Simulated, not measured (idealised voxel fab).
process module | voxel transistor to metal
cross-section cut | 155 nm wide | cells 5 nm
A cross-section is a grid of square cells, given in bands from the top down. A band is one or more rows of cells.
Each band's line starts with the height of the band's top and of its bottom, in nm. Then come its materials from left to right, each with its width in nm. One material with "throughout" fills the band from edge to edge. "air" is empty space.
Height 0 is the level under which the wafer as received is all one material. The lowest band goes on downwards, as in "0 down".
A width such as "30 to 40" changes by the same amount from each row of cells to the next, from the band's top row to its bottom row.
"no change" after a step means that no cell of the cross-section changed.
closed voids: empty space of 8 cells or more with no open way to the top, each as width x height at its distance from the left edge, in nm
after a step's settings: what the simulator itself notes on the step
overlay nm, on a step with a mask: how far to the right of its planned place the mask lay; to the left if negative
plan
1 op RECEIVE | material Si
2 op OXIDIZE | depth nm 5
3 op CONFORMAL_DEP | material SiN | thk nm 10
4 op MASKED_ETCH | tone cover | mask id ACTIVE | width nm 105 | etch materials SiN | depth nm 10 | overlay nm 0
5 op MASKED_ETCH | tone cover | mask id ACTIVE | width nm 95 | etch materials SiO2 | depth nm 5 | overlay nm 0
6 op MASKED_ETCH | tone cover | mask id ACTIVE | width nm 105 | etch materials Si | depth nm 25 | overlay nm 0
7 op OXIDIZE | depth nm 5
8 op FILL_DEP | material SiO2 | thk nm 5
9 op CMP | height nm 10
10 op SELECTIVE_ETCH | etch materials SiO2 | depth nm 10
11 op STRIP | etch materials SiN
12 op SELECTIVE_ETCH | etch materials SiO2 | depth nm 5
13 op OXIDIZE | depth nm 5
14 op DIRECTIONAL_DEP | material polySi | thk nm 30
15 op DIRECTIONAL_DEP | material SiCN | thk nm 15
16 op DIRECTIONAL_DEP | material aC | thk nm 15
17 op PATTERN | tone cover | mask id GATE | material resist | width nm 25 | thk nm 30 | overlay nm 0
18 op DIRECTIONAL_ETCH | etch materials aC | depth nm 15
19 op STRIP | etch materials resist
20 op DIRECTIONAL_ETCH | etch materials SiCN | depth nm 25
21 op DIRECTIONAL_ETCH | etch materials polySi | depth nm 40
22 op STRIP | etch materials aC
23 op CONFORMAL_DEP | material SiO2 | thk nm 5
24 op DIRECTIONAL_ETCH | etch materials SiO2 | depth nm 5
25 op CONFORMAL_DEP | material SiN | thk nm 5
26 op DIRECTIONAL_ETCH | etch materials SiN | depth nm 5
27 op DIRECTIONAL_ETCH | etch materials SiO2 | depth nm 5
28 op EPI | material nSi | thk nm 5
29 op FILL_DEP | material SiO2 | thk nm 10
30 op CMP | height nm 25
31 op STRIP | etch materials polySi
32 op SELECTIVE_ETCH | etch materials SiO2 | depth nm 5
33 op CONFORMAL_DEP | material HfO2 | thk nm 5
34 op CONFORMAL_DEP | material TiN | thk nm 5
35 op FILL_DEP | material W | thk nm 5
36 op CMP | height nm 20
37 op DIRECTIONAL_DEP | material SiO2 | thk nm 15
38 op DIRECTIONAL_DEP | material aC | thk nm 15
39 op PATTERN | tone open | mask id CONTACT | material resist | width nm 20 | pitch nm 75 | thk nm 35 | overlay nm 0
40 op DIRECTIONAL_ETCH | etch materials aC | depth nm 15
41 op STRIP | etch materials resist
42 op DIRECTIONAL_ETCH | etch materials SiO2 | depth nm 40
43 op STRIP | etch materials aC
44 op CONFORMAL_DEP | material TiN | thk nm 5
45 op FILL_DEP | material W | thk nm 5
46 op CMP | height nm 35
47 op CONFORMAL_DEP | material SiCN | thk nm 5
48 op DIRECTIONAL_DEP | material lowk | thk nm 25
49 op PATTERN | tone open | mask id METAL_1 | material resist | width nm 20 | pitch nm 75 | thk nm 20 | overlay nm 0
50 op DIRECTIONAL_ETCH | etch materials lowk | depth nm 25
51 op DIRECTIONAL_ETCH | etch materials SiCN | depth nm 5
52 op STRIP | etch materials resist
53 op CONFORMAL_DEP | material TiN | thk nm 5
54 op FILL_DEP | material Ru | thk nm 5
55 op CMP | height nm 65
56 op EPI | material Ru | thk nm 5
57 op FILL_DEP | material SiCN | thk nm 5
58 op DIRECTIONAL_DEP | material SiO2 | thk nm 30
59 op PATTERN | tone open | mask id METAL_2_HOLES | material resist | width nm 15 | pitch nm 75 | thk nm 15 | overlay nm 0
60 op DIRECTIONAL_ETCH | etch materials SiO2 | depth nm 30
61 op STRIP | etch materials resist
62 op DIRECTIONAL_DEP | material aC | thk nm 10
63 op PATTERN | tone open | mask id METAL_2 | material resist | width nm 20 | pitch nm 75 | thk nm 25 | overlay nm 0
64 op DIRECTIONAL_ETCH | etch materials aC | depth nm 10
65 op STRIP | etch materials resist
66 op DIRECTIONAL_ETCH | etch materials SiO2 | depth nm 15
67 op DIRECTIONAL_ETCH | etch materials SiCN | depth nm 5
68 op STRIP | etch materials aC
69 op CONFORMAL_DEP | material TiN | thk nm 5
70 op FILL_DEP | material Cu | thk nm 10
71 op CMP | height nm 105
72 op CONFORMAL_DEP | material SiCN | thk nm 5
varied across the wafers: width nm of step 5. The plan shows the first wafer's value. All wafers start alike
first wafer as received, after step 1
  0 down: Si throughout
  closed voids: none
first wafer at the end, after step 72
  110 to 105: SiCN throughout
  105 to 95: SiO2 30 | TiN 5 | Cu 10 | TiN 5 | SiO2 55 | TiN 5 | Cu 10 | TiN 5 | SiO2 30
  95 to 90: SiO2 30 | TiN 5 | Cu 5 | TiN 10 | SiO2 55 | TiN 5 | Cu 5 | TiN 10 | SiO2 30
  90 to 75: SiO2 30 | TiN 5 | Cu 5 | TiN 5 | SiO2 60 | TiN 5 | Cu 5 | TiN 5 | SiO2 35
  75 to 70: SiCN 30 | TiN 15 | SiCN 60 | TiN 15 | SiCN 35
  70 to 65: SiCN 25 | Ru 30 | SiCN 45 | Ru 30 | SiCN 25
  65 to 40: lowk 30 | TiN 5 | Ru 10 | TiN 5 | lowk 55 | TiN 5 | Ru 10 | TiN 5 | lowk 30
  40 to 35: SiCN 30 | TiN 20 | SiCN 55 | TiN 20 | SiCN 30
  35 to 20: SiO2 30 | TiN 5 | W 10 | TiN 5 | SiO2 55 | TiN 5 | W 10 | TiN 5 | SiO2 30
  20 to 0: SiO2 30 | TiN 5 | W 10 | TiN 5 | SiO2 5 | SiN 5 | HfO2 5 | TiN 5 | W 15 | TiN 5 | HfO2 5 | SiN 5 | SiO2 5 | TiN 5 | W 10 | TiN 5 | SiO2 30
  0 to -5: SiO2 30 | TiN 20 | SiO2 5 | SiN 5 | HfO2 5 | TiN 25 | HfO2 5 | SiN 5 | SiO2 5 | TiN 20 | SiO2 30
  -5 to -10: SiO2 25 | nSi 30 | SiO2 5 | HfO2 35 | SiO2 5 | nSi 30 | SiO2 25
  -10 to -35: SiO2 30 | Si 95 | SiO2 30
  -35 down: Si throughout
  closed voids: none
last wafer at the end
  110 to 105: SiCN throughout
  105 to 95: SiO2 30 | TiN 5 | Cu 10 | TiN 5 | SiO2 55 | TiN 5 | Cu 10 | TiN 5 | SiO2 30
  95 to 90: SiO2 30 | TiN 5 | Cu 5 | TiN 10 | SiO2 55 | TiN 5 | Cu 5 | TiN 10 | SiO2 30
  90 to 75: SiO2 30 | TiN 5 | Cu 5 | TiN 5 | SiO2 60 | TiN 5 | Cu 5 | TiN 5 | SiO2 35
  75 to 70: SiCN 30 | TiN 15 | SiCN 60 | TiN 15 | SiCN 35
  70 to 65: SiCN 25 | Ru 30 | SiCN 45 | Ru 30 | SiCN 25
  65 to 40: lowk 30 | TiN 5 | Ru 10 | TiN 5 | lowk 55 | TiN 5 | Ru 10 | TiN 5 | lowk 30
  40 to 35: SiCN 30 | TiN 20 | SiCN 55 | TiN 20 | SiCN 30
  35 to 20: SiO2 30 | TiN 5 | W 10 | TiN 5 | SiO2 55 | TiN 5 | W 10 | TiN 5 | SiO2 30
  20 to 0: SiO2 30 | TiN 5 | W 10 | TiN 5 | SiO2 5 | SiN 5 | HfO2 5 | TiN 5 | W 15 | TiN 5 | HfO2 5 | SiN 5 | SiO2 5 | TiN 5 | W 10 | TiN 5 | SiO2 30
  0 to -5: SiO2 30 | TiN 20 | SiO2 5 | SiN 5 | HfO2 5 | TiN 25 | HfO2 5 | SiN 5 | SiO2 5 | TiN 20 | SiO2 30
  -5 to -10: SiO2 20 | nSi 35 | SiO2 5 | HfO2 35 | SiO2 5 | nSi 40 | SiO2 15
  -10 to -35: SiO2 25 | Si 110 | SiO2 20
  -35 down: Si throughout
  closed voids: none
each wafer at the end: cells of each material gained (+) or lost (-) since it was received, then its closed voids
width nm 95 | +16 Cu | +17 HfO2 | +32 Ru | -122 Si | +98 SiCN | +10 SiN | +355 SiO2 | +109 TiN | +40 W | +115 lowk | +12 nSi | closed voids: none
width nm 100 | +16 Cu | +17 HfO2 | +32 Ru | -122 Si | +98 SiCN | +10 SiN | +355 SiO2 | +109 TiN | +40 W | +115 lowk | +12 nSi | closed voids: none
width nm 105 | +16 Cu | +17 HfO2 | +32 Ru | -122 Si | +98 SiCN | +10 SiN | +355 SiO2 | +109 TiN | +40 W | +115 lowk | +12 nSi | closed voids: none
width nm 110 | +16 Cu | +17 HfO2 | +32 Ru | -117 Si | +98 SiCN | +10 SiN | +349 SiO2 | +109 TiN | +40 W | +115 lowk | +13 nSi | closed voids: none
width nm 115 | +16 Cu | +17 HfO2 | +32 Ru | -112 Si | +98 SiCN | +10 SiN | +343 SiO2 | +109 TiN | +40 W | +115 lowk | +14 nSi | closed voids: none
width nm 120 | +16 Cu | +17 HfO2 | +32 Ru | -107 Si | +98 SiCN | +10 SiN | +337 SiO2 | +109 TiN | +40 W | +115 lowk | +15 nSi | closed voids: none
